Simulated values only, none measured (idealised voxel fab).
process module | voxel lift off
cross-section cut | 295 nm wide | cells 5 nm
A cross-section is a grid of square cells, given in bands from the top down. A band is one or more rows of cells.
Each band's line starts with the height of the band's top and of its bottom, in nm. Then come its materials from left to right, each with its width in nm. One material with "throughout" fills the band from edge to edge. "air" is empty space.
Height 0 is the level under which the wafer as received is all one material. The lowest band goes on downwards, as in "0 down".
A width such as "30 to 40" changes by the same amount from each row of cells to the next, from the band's top row to its bottom row.
"no change" after a step means that no cell of the cross-section changed.
closed voids: empty space of 8 cells or more with no open way to the top, each as width x height at its distance from the left edge, in nm
after a step's settings: what the simulator itself notes on the step
overlay nm, on a step with a mask: how far to the right of its planned place the mask lay; to the left if negative
plan
1 op RECEIVE | material Si
2 op CONFORMAL_DEP | material SiO2 | thk nm 5
3 op PATTERN | tone open | mask id LINES | material resist | width nm 20 | pitch nm 40 | thk nm 30 | overlay nm 0
4 op DIRECTIONAL_DEP | material Ru | thk nm 15
5 op STRIP | etch materials resist
6 op CONFORMAL_DEP | material SiN | thk nm 5
as received, after step 1
  0 down: Si throughout
  closed voids: none
first wafer at the end, as planned
  25 to 20: air 110 | SiN 30 | air 10 | SiN 30 | air 115
  20 to 10: air 110 | SiN 5 | Ru 20 | SiN 5 | air 10 | SiN 5 | Ru 20 | SiN 5 | air 115
  10 to 5: SiN 115 | Ru 20 | SiN 20 | Ru 20 | SiN 120
  5 to 0: SiO2 throughout
  0 down: Si throughout
  closed voids: none
second wafer at the end: like start, like plan, one mistake
  35 to 30: air 110 | SiN 30 | air 10 | SiN 30 | air 115
  30 to 20: air 110 | SiN 5 | Ru 20 | SiN 5 | air 10 | SiN 5 | Ru 20 | SiN 5 | air 115
  20 to 15: SiN 115 | Ru 20 | SiN 20 | Ru 20 | SiN 120
  15 to 0: SiO2 throughout
  0 down: Si throughout
  closed voids: none
what went wrong: step 2 ran as: op CONFORMAL_DEP | material SiO2 | thk nm 15
at the end the second wafer has, in cells: 118 more of SiO2
